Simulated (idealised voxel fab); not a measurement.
The following is a process module called voxel transistor to metal.
For reference, the cross-section in this document is cut, with width 280 nm and square cells of 5 nm.
A cross-section is written here as square cells arranged in a grid, and it is given in bands from the top down, each band taking up one or more rows of cells.
Within each band entry, the heights of the top and of the bottom of the band appear first, in that order and in nm; the materials of the band then follow from left to right, each with its corresponding width in nm. The designation "full width" on a single material indicates that it fills the band from edge to edge; the designation "air" indicates empty space.
Heads up on the height convention: 0 is the point under which the incoming wafer is all one material, and the lowest band has no bottom, it just keeps going down, like "top 0, no bottom".
Quick explanation for "30..40": the width changes in equal steps down the rows of cells, from the first number in the band's top row to the second number in its bottom row.
"no change occurred", as given for a step, is the statement that not any cell of the cross-section underwent a change during that step.
In the "Trapped voids" entry, you get each enclosed empty space of 8 cells or more, one with no open way to the top, written width x height at distance, distance from the left edge, in nm.
On each step's line, the part that comes after the settings is the simulator's own comment on the step.
overlay nm: where the mask lay relative to plan, measured to the right, on steps with a mask; negatives go left.

So here's the lineup of process steps we planned
1 op RECEIVE | material Si
2 op OXIDIZE | depth nm 5
3 op CONFORMAL_DEP | material SiN | thk nm 10
4 op MASKED_ETCH | tone cover | mask id ACTIVE | width nm 110 | pitch nm 140 | etch materials SiN | depth nm 10 | overlay nm 0
5 op MASKED_ETCH | tone cover | mask id ACTIVE | width nm 110 | pitch nm 140 | etch materials SiO2 | depth nm 5 | overlay nm 0
6 op MASKED_ETCH | tone cover | mask id ACTIVE | width nm 110 | pitch nm 140 | etch materials Si | depth nm 25 | overlay nm 0
7 op FILL_DEP | material SiO2 | thk nm 15
8 op CMP | height nm 10
9 op SELECTIVE_ETCH | etch materials SiO2 | depth nm 5
10 op STRIP | etch materials SiN
11 op SELECTIVE_ETCH | etch materials SiO2 | depth nm 5
12 op OXIDIZE | depth nm 5
13 op DIRECTIONAL_DEP | material polySi | thk nm 20
14 op DIRECTIONAL_DEP | material SiCN | thk nm 15
15 op DIRECTIONAL_DEP | material aC | thk nm 10
16 op PATTERN | tone cover | mask id GATE | material resist | width nm 30 | pitch nm 140 | thk nm 30 | overlay nm 0
17 op DIRECTIONAL_ETCH | etch materials aC | depth nm 10
18 op STRIP | etch materials resist
19 op DIRECTIONAL_ETCH | etch materials SiCN | depth nm 25
20 op DIRECTIONAL_ETCH | etch materials polySi | depth nm 30
21 op STRIP | etch materials aC
22 op CONFORMAL_DEP | material SiN | thk nm 10
23 op DIRECTIONAL_ETCH | etch materials SiN | depth nm 10
24 op DIRECTIONAL_ETCH | etch materials SiO2 | depth nm 5
25 op DIRECTIONAL_ETCH | etch materials Si | depth nm 5
26 op EPI | material pSi | thk nm 5
27 op FILL_DEP | material SiO2 | thk nm 5
28 op CMP | height nm 15
29 op STRIP | etch materials polySi
30 op SELECTIVE_ETCH | etch materials SiO2 | depth nm 5
31 op CONFORMAL_DEP | material HfO2 | thk nm 5
32 op CONFORMAL_DEP | material TiN | thk nm 5
33 op FILL_DEP | material W | thk nm 5
34 op CMP | height nm 10
35 op DIRECTIONAL_DEP | material SiO2 | thk nm 15
36 op DIRECTIONAL_DEP | material aC | thk nm 10
37 op PATTERN | tone open | mask id CONTACT | material resist | width nm 20 | thk nm 25 | overlay nm 0
38 op DIRECTIONAL_ETCH | etch materials aC | depth nm 10
39 op STRIP | etch materials resist
40 op DIRECTIONAL_ETCH | etch materials SiO2 | depth nm 35
41 op STRIP | etch materials aC
42 op CONFORMAL_DEP | material TiN | thk nm 5
43 op FILL_DEP | material W | thk nm 10
44 op CMP | height nm 15
45 op CONFORMAL_DEP | material SiN | thk nm 5
46 op DIRECTIONAL_DEP | material SiO2 | thk nm 20
47 op DIRECTIONAL_DEP | material aC | thk nm 15
48 op PATTERN | tone open | mask id METAL_1 | material resist | width nm 20 | thk nm 35 | overlay nm 0
49 op DIRECTIONAL_ETCH | etch materials aC | depth nm 15
50 op STRIP | etch materials resist
51 op DIRECTIONAL_ETCH | etch materials SiO2 | depth nm 20
52 op DIRECTIONAL_ETCH | etch materials SiN | depth nm 5
53 op STRIP | etch materials aC
54 op CONFORMAL_DEP | material TiN | thk nm 5
55 op FILL_DEP | material Cu | thk nm 5
56 op CMP | height nm 50
57 op EPI | material Ru | thk nm 5
58 op FILL_DEP | material SiCN | thk nm 5
59 op DIRECTIONAL_DEP | material lowk | thk nm 30
60 op MASKED_ETCH | tone open | mask id METAL_2_HOLES | width nm 15 | pitch nm 140 | etch materials lowk | depth nm 30 | overlay nm 0
61 op PATTERN | tone open | mask id METAL_2 | material resist | width nm 20 | pitch nm 140 | thk nm 15 | overlay nm 0
62 op DIRECTIONAL_ETCH | etch materials lowk | depth nm 15
63 op DIRECTIONAL_ETCH | etch materials SiCN | depth nm 5
64 op STRIP | etch materials resist
65 op CONFORMAL_DEP | material TiN | thk nm 5
66 op FILL_DEP | material Cu | thk nm 5
67 op CMP | height nm 90
68 op CONFORMAL_DEP | material SiCN | thk nm 5
Keep in mind the plan's value for the height nm of step 44 comes from the first wafer; the wafers don't share that setting, but they do share the same starting point.

This is how the first of several wafers looked in cross-section when it arrived, which is after step 1
- top 0, no bottom = Si full width
- Trapped voids: none

End-of-module cross-section, first of several wafers, after last step 68
- top 95, bottom 90 = SiCN full width
- top 90, bottom 80 = lowk 20  TiN 5  Cu 10  TiN 5  lowk 120  TiN 5  Cu 10  TiN 5  lowk 100
- top 80, bottom 75 = lowk 20  TiN 5  Cu 5  TiN 10  lowk 120  TiN 5  Cu 5  TiN 10  lowk 100
- top 75, bottom 60 = lowk 20  TiN 5  Cu 5  TiN 5  lowk 125  TiN 5  Cu 5  TiN 5  lowk 105
- top 60, bottom 55 = SiCN 20  TiN 15  SiCN 125  TiN 15  SiCN 105
- top 55, bottom 50 = Ru full width
- top 50, bottom 45 = Cu full width
- top 45, bottom 40 = TiN 25  Cu 10  TiN 70  Cu 10  TiN 50  Cu 10  TiN 70  Cu 10  TiN 25
- top 40, bottom 20 = SiO2 20  TiN 5  Cu 10  TiN 5  SiO2 60  TiN 5  Cu 10  TiN 5  SiO2 40  TiN 5  Cu 10  TiN 5  SiO2 60  TiN 5  Cu 10  TiN 5  SiO2 20
- top 20, bottom 15 = SiN 20  TiN 20  SiN 60  TiN 20  SiN 40  TiN 20  SiN 60  TiN 20  SiN 20
- top 15, bottom 10 = SiO2 20  TiN 5  W 10  TiN 5  SiO2 60  TiN 5  W 10  TiN 5  SiO2 40  TiN 5  W 10  TiN 5  SiO2 60  TiN 5  W 10  TiN 5  SiO2 20
- top 10, bottom 0 = SiO2 20  TiN 5  W 10  TiN 5  SiO2 5  SiN 10  HfO2 5  TiN 5  W 10  TiN 5  HfO2 5  SiN 10  SiO2 5  TiN 5  W 10  TiN 5  SiO2 40  TiN 5  W 10  TiN 5  SiO2 5  SiN 10  HfO2 5  TiN 5  W 10  TiN 5  HfO2 5  SiN 10  SiO2 5  TiN 5  W 10  TiN 5  SiO2 20
- top 0, bottom -5 = SiO2 10  SiN 10  TiN 10  W 5  TiN 5  SiO2 5  SiN 10  HfO2 5  TiN 20  HfO2 5  SiN 10  SiO2 5  TiN 5  W 5  TiN 10  SiN 10  SiO2 20  SiN 10  TiN 10  W 5  TiN 5  SiO2 5  SiN 10  HfO2 5  TiN 20  HfO2 5  SiN 10  SiO2 5  TiN 5  W 5  TiN 10  SiN 10  SiO2 10
- top -5, bottom -10 = SiO2 20  pSi 5  TiN 15  pSi 5  SiO2 5  HfO2 40  SiO2 5  pSi 5  TiN 15  pSi 5  SiO2 40  pSi 5  TiN 15  pSi 5  SiO2 5  HfO2 40  SiO2 5  pSi 5  TiN 15  pSi 5  SiO2 20
- top -10, bottom -15 = SiO2 15  Si 5  pSi 25  Si 50  pSi 25  Si 5  SiO2 30  Si 5  pSi 25  Si 50  pSi 25  Si 5  SiO2 15
- top -15, bottom -30 = SiO2 15  Si 110  SiO2 30  Si 110  SiO2 15
- top -30, no bottom = Si full width
- Trapped voids: none

Module end, final wafer: cross-section
- top 95, bottom 90 = SiCN full width
- top 90, bottom 80 = lowk 20  TiN 5  Cu 10  TiN 5  lowk 120  TiN 5  Cu 10  TiN 5  lowk 100
- top 80, bottom 75 = lowk 20  TiN 5  Cu 5  TiN 10  lowk 120  TiN 5  Cu 5  TiN 10  lowk 100
- top 75, bottom 60 = lowk 20  TiN 5  Cu 5  TiN 5  lowk 125  TiN 5  Cu 5  TiN 5  lowk 105
- top 60, bottom 55 = SiCN 20  TiN 15  SiCN 125  TiN 15  SiCN 105
- top 55, bottom 50 = SiCN 15  Ru 30  SiCN 50  Ru 30  SiCN 30  Ru 30  SiCN 50  Ru 30  SiCN 15
- top 50, bottom 45 = SiO2 20  TiN 5  Cu 10  TiN 5  SiO2 60  TiN 5  Cu 10  TiN 5  SiO2 40  TiN 5  Cu 10  TiN 5  SiO2 60  TiN 5  Cu 10  TiN 5  SiO2 20
- top 45, bottom 40 = SiN 20  TiN 20  SiN 60  TiN 20  SiN 40  TiN 20  SiN 60  TiN 20  SiN 20
- top 40, bottom 30 = W full width
- top 30, bottom 25 = TiN 25  W 10  TiN 70  W 10  TiN 50  W 10  TiN 70  W 10  TiN 25
- top 25, bottom 10 = SiO2 20  TiN 5  W 10  TiN 5  SiO2 60  TiN 5  W 10  TiN 5  SiO2 40  TiN 5  W 10  TiN 5  SiO2 60  TiN 5  W 10  TiN 5  SiO2 20
- top 10, bottom 0 = SiO2 20  TiN 5  W 10  TiN 5  SiO2 5  SiN 10  HfO2 5  TiN 5  W 10  TiN 5  HfO2 5  SiN 10  SiO2 5  TiN 5  W 10  TiN 5  SiO2 40  TiN 5  W 10  TiN 5  SiO2 5  SiN 10  HfO2 5  TiN 5  W 10  TiN 5  HfO2 5  SiN 10  SiO2 5  TiN 5  W 10  TiN 5  SiO2 20
- top 0, bottom -5 = SiO2 10  SiN 10  TiN 10  W 5  TiN 5  SiO2 5  SiN 10  HfO2 5  TiN 20  HfO2 5  SiN 10  SiO2 5  TiN 5  W 5  TiN 10  SiN 10  SiO2 20  SiN 10  TiN 10  W 5  TiN 5  SiO2 5  SiN 10  HfO2 5  TiN 20  HfO2 5  SiN 10  SiO2 5  TiN 5  W 5  TiN 10  SiN 10  SiO2 10
- top -5, bottom -10 = SiO2 20  pSi 5  TiN 15  pSi 5  SiO2 5  HfO2 40  SiO2 5  pSi 5  TiN 15  pSi 5  SiO2 40  pSi 5  TiN 15  pSi 5  SiO2 5  HfO2 40  SiO2 5  pSi 5  TiN 15  pSi 5  SiO2 20
- top -10, bottom -15 = SiO2 15  Si 5  pSi 25  Si 50  pSi 25  Si 5  SiO2 30  Si 5  pSi 25  Si 50  pSi 25  Si 5  SiO2 15
- top -15, bottom -30 = SiO2 15  Si 110  SiO2 30  Si 110  SiO2 15
- top -30, no bottom = Si full width
- Trapped voids: none

What follows is a table in which each wafer occupies a row; for the wafer as it stands at the close of the module, the row states, material by material, how many cells have been gained (+) or lost (-) since receipt, and then gives its closed voids
height nm 15 | +112 Cu | +28 HfO2 | +56 Ru | -180 Si | +106 SiCN | +72 SiN | +320 SiO2 | +192 TiN | +36 W | +294 lowk | +28 pSi | Trapped voids: none
height nm 20 | +56 Cu | +28 HfO2 | +56 Ru | -180 Si | +106 SiCN | +72 SiN | +360 SiO2 | +200 TiN | +44 W | +294 lowk | +28 pSi | Trapped voids: none
height nm 25 | +48 Cu | +28 HfO2 | +24 Ru | -180 Si | +138 SiCN | +72 SiN | +400 SiO2 | +160 TiN | +52 W | +294 lowk | +28 pSi | Trapped voids: none
height nm 30 | +40 Cu | +28 HfO2 | +24 Ru | -180 Si | +138 SiCN | +72 SiN | +360 SiO2 | +200 TiN | +60 W | +294 lowk | +28 pSi | Trapped voids: none
height nm 35 | +32 Cu | +28 HfO2 | +24 Ru | -180 Si | +138 SiCN | +72 SiN | +320 SiO2 | +192 TiN | +116 W | +294 lowk | +28 pSi | Trapped voids: none
height nm 40 | +24 Cu | +28 HfO2 | +24 Ru | -180 Si | +138 SiCN | +72 SiN | +280 SiO2 | +184 TiN | +172 W | +294 lowk | +28 pSi | Trapped voids: none
